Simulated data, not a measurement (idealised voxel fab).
Process module heading - voxel ribs on slabs
Xsec cut, 160 nm wide, square cell size 5 nm.
Think of the cross-section as a grid of square cells. We describe it in bands, top to bottom, and each band covers one or more rows of those cells.
A band entry consists of two parts. The first gives the height of the band's top and the height of its bottom, in nm. The rest lists the band's materials from left to right, each with its width in nm. A single material labelled with the word "full width" fills the band from edge to edge, and the word "empty" marks empty space.
Heads up on the height convention: 0 is the point under which the incoming wafer is all one material, and the lowest band has no bottom, it just keeps going down, like "top 0, no bottom".
Think of "30->40" as a width that walks from the first number to the second as you go down the band, top row to bottom row, taking equal-sized steps from row to row.
The cross-section has no changed cell in any step marked "nothing different".
The label "Listed closed voids" introduces a list of the empty spaces, 8 cells or larger, that have no open way up to the top; each entry in it reads width x height at distance, where the distance is taken from the left edge and all three are stated in nm.
If you see something after the settings on a step's line, that's the simulator's own remark about that step.
What "overlay nm" on a step's line means: if the step has a mask, that mask lay this far to the right of its planned place, or, when the value is negative, to the left.

Process steps (planned)
1) RECEIVE: material Si
2) DIRECTIONAL_DEP: material SiO2, thk nm 30
3) DIRECTIONAL_DEP: material SiN, thk nm 25
4) PATTERN: tone cover, mask id RIB, material resist, width nm 15, thk nm 15, overlay nm 0
5) DIRECTIONAL_ETCH: etch materials SiN, depth nm 10
6) STRIP: etch materials resist
7) PATTERN: tone cover, mask id SLAB, material resist, width nm 55, thk nm 20, overlay nm 0
8) DIRECTIONAL_ETCH: etch materials SiN, depth nm 15
9) STRIP: etch materials resist
10) FILL_DEP: material SiO2, thk nm 25
11) CMP: height nm 70
12) DIRECTIONAL_DEP: material TiN, thk nm 10
13) MASKED_ETCH: tone cover, mask id HEATER, width nm 25, etch materials TiN, depth nm 10, overlay nm 0
14) CONFORMAL_DEP: material SiN, thk nm 10

Account of the first of two wafers, which was processed as intended

Cross-section of the incoming wafer, state after step 1
top 0, no bottom  Si full width
Listed closed voids: none

You're looking at a cross-section of the wafer after step 2
top 30, bottom 0  SiO2 full width
Whatever lies below 0 is exactly as it was before.

You're looking at a cross-section of the wafer after step 3
top 55, bottom 30  SiN full width
Whatever lies below 30 is exactly as it was before.

You're looking at a cross-section of the wafer after step 4
top 70, bottom 55  70 nm empty, then 15 nm resist, then 75 nm empty
Whatever lies below 55 is exactly as it was before.

You're looking at a cross-section of the wafer after step 5
top 70, bottom 55  70 nm empty, then 15 nm resist, then 75 nm empty
top 55, bottom 45  70 nm empty, then 15 nm SiN, then 75 nm empty
Whatever lies below 45 is exactly as it was before.

You're looking at a cross-section of the wafer after step 6
top 55, bottom 45  70 nm empty, then 15 nm SiN, then 75 nm empty
Whatever lies below 45 is exactly as it was before.

You're looking at a cross-section of the wafer after step 7
top 75, bottom 55  50 nm empty, then 55 nm resist, then 55 nm empty
top 55, bottom 45  50 nm empty, then 20 nm resist, then 15 nm SiN, then 20 nm resist, then 55 nm empty
Whatever lies below 45 is exactly as it was before.

You're looking at a cross-section of the wafer after step 8
top 75, bottom 55  50 nm empty, then 55 nm resist, then 55 nm empty
top 55, bottom 45  50 nm empty, then 20 nm resist, then 15 nm SiN, then 20 nm resist, then 55 nm empty
top 45, bottom 30  50 nm empty, then 55 nm SiN, then 55 nm empty
Whatever lies below 30 is exactly as it was before.

You're looking at a cross-section of the wafer after step 9
top 55, bottom 45  70 nm empty, then 15 nm SiN, then 75 nm empty
Whatever lies below 45 is exactly as it was before.

You're looking at a cross-section of the wafer after step 10
top 80, bottom 55  SiO2 full width
top 55, bottom 45  70 nm SiO2, then 15 nm SiN, then 75 nm SiO2
top 45, bottom 30  50 nm SiO2, then 55 nm SiN, then 55 nm SiO2
Whatever lies below 30 is exactly as it was before.

You're looking at a cross-section of the wafer after step 11
top 70, bottom 55  SiO2 full width
Whatever lies below 55 is exactly as it was before.

You're looking at a cross-section of the wafer after step 12
top 80, bottom 70  TiN full width
Whatever lies below 70 is exactly as it was before.

You're looking at a cross-section of the wafer after step 13
top 80, bottom 70  65 nm empty, then 25 nm TiN, then 70 nm empty
Whatever lies below 70 is exactly as it was before.

You're looking at a cross-section of the wafer after step 14
top 90, bottom 80  55 nm empty, then 45 nm SiN, then 60 nm empty
top 80, bottom 70  65 nm SiN, then 25 nm TiN, then 70 nm SiN
Whatever lies below 70 is exactly as it was before.

The Second Wafer: Common Origin and Plan, One Mistake in Execution, Identical to the First Through Step 13

Second wafer, cross-section, planned end of step 14: nothing different
Short version of what went wrong: the plan's step 14 was left out and never carried out
At the finish, the second wafer shows more or fewer cells for some materials than the first does: SiN: 72 fewer
